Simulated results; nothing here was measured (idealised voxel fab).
process module | voxel ribs on slabs
cross-section cut | 220 nm wide | cells 5 nm
A cross-section is a grid of square cells, given in bands from the top down. A band is one or more rows of cells.
Each band's line starts with the height of the band's top and of its bottom, in nm. Then come its materials from left to right, each with its width in nm. One material with "throughout" fills the band from edge to edge. "air" is empty space.
Height 0 is the level under which the wafer as received is all one material. The lowest band goes on downwards, as in "0 down".
A width such as "30 to 40" changes by the same amount from each row of cells to the next, from the band's top row to its bottom row.
"no change" after a step means that no cell of the cross-section changed.
closed voids: empty space of 8 cells or more with no open way to the top, each as width x height at its distance from the left edge, in nm
after a step's settings: what the simulator itself notes on the step
overlay nm, on a step with a mask: how far to the right of its planned place the mask lay; to the left if negative
plan
1 op RECEIVE | material Si
2 op DIRECTIONAL_DEP | material SiO2 | thk nm 20
3 op DIRECTIONAL_DEP | material polySi | thk nm 25
4 op PATTERN | tone cover | mask id RIB | material resist | width nm 25 | thk nm 20 | overlay nm 0
5 op DIRECTIONAL_ETCH | etch materials polySi | depth nm 5
6 op STRIP | etch materials resist
7 op MASKED_ETCH | tone cover | mask id SLAB | width nm 75 | etch materials polySi | depth nm 20 | overlay nm 0
8 op FILL_DEP | material SiO2 | thk nm 20
9 op CMP | height nm 55
10 op DIRECTIONAL_DEP | material W | thk nm 10
11 op DIRECTIONAL_DEP | material aC | thk nm 10
12 op PATTERN | tone cover | mask id HEATER | material resist | width nm 35 | thk nm 30 | overlay nm 0
13 op DIRECTIONAL_ETCH | etch materials aC | depth nm 10
14 op STRIP | etch materials resist
15 op DIRECTIONAL_ETCH | etch materials W | depth nm 10
16 op STRIP | etch materials aC
17 op CONFORMAL_DEP | material SiN | thk nm 5
as received, after step 1
  0 down: Si throughout
  closed voids: none
first wafer at the end, as planned
  70 to 65: air 85 | SiN 45 | air 90
  65 to 60: air 85 | SiN 5 | W 35 | SiN 5 | air 90
  60 to 55: SiN 90 | W 35 | SiN 95
  55 to 45: SiO2 throughout
  45 to 40: SiO2 95 | polySi 25 | SiO2 100
  40 to 20: SiO2 70 | polySi 75 | SiO2 75
  20 to 0: SiO2 throughout
  0 down: Si throughout
  closed voids: none
second wafer at the end: like start, like plan, one mistake
  70 to 65: air 85 | SiN 45 | air 90
  65 to 60: air 85 | SiN 5 | W 35 | SiN 5 | air 90
  60 to 55: SiN 90 | W 35 | SiN 95
  55 to 45: SiO2 throughout
  45 to 40: SiO2 95 | polySi 25 | SiO2 100
  40 to 20: SiO2 75 | polySi 75 | SiO2 70
  20 to 0: SiO2 throughout
  0 down: Si throughout
  closed voids: none
what went wrong: step 7 ran as: op MASKED_ETCH | tone cover | mask id SLAB | width nm 75 | etch materials polySi | depth nm 20 | overlay nm 5
at the end the second wafer has, in cells: as many of each material as the first, in other places
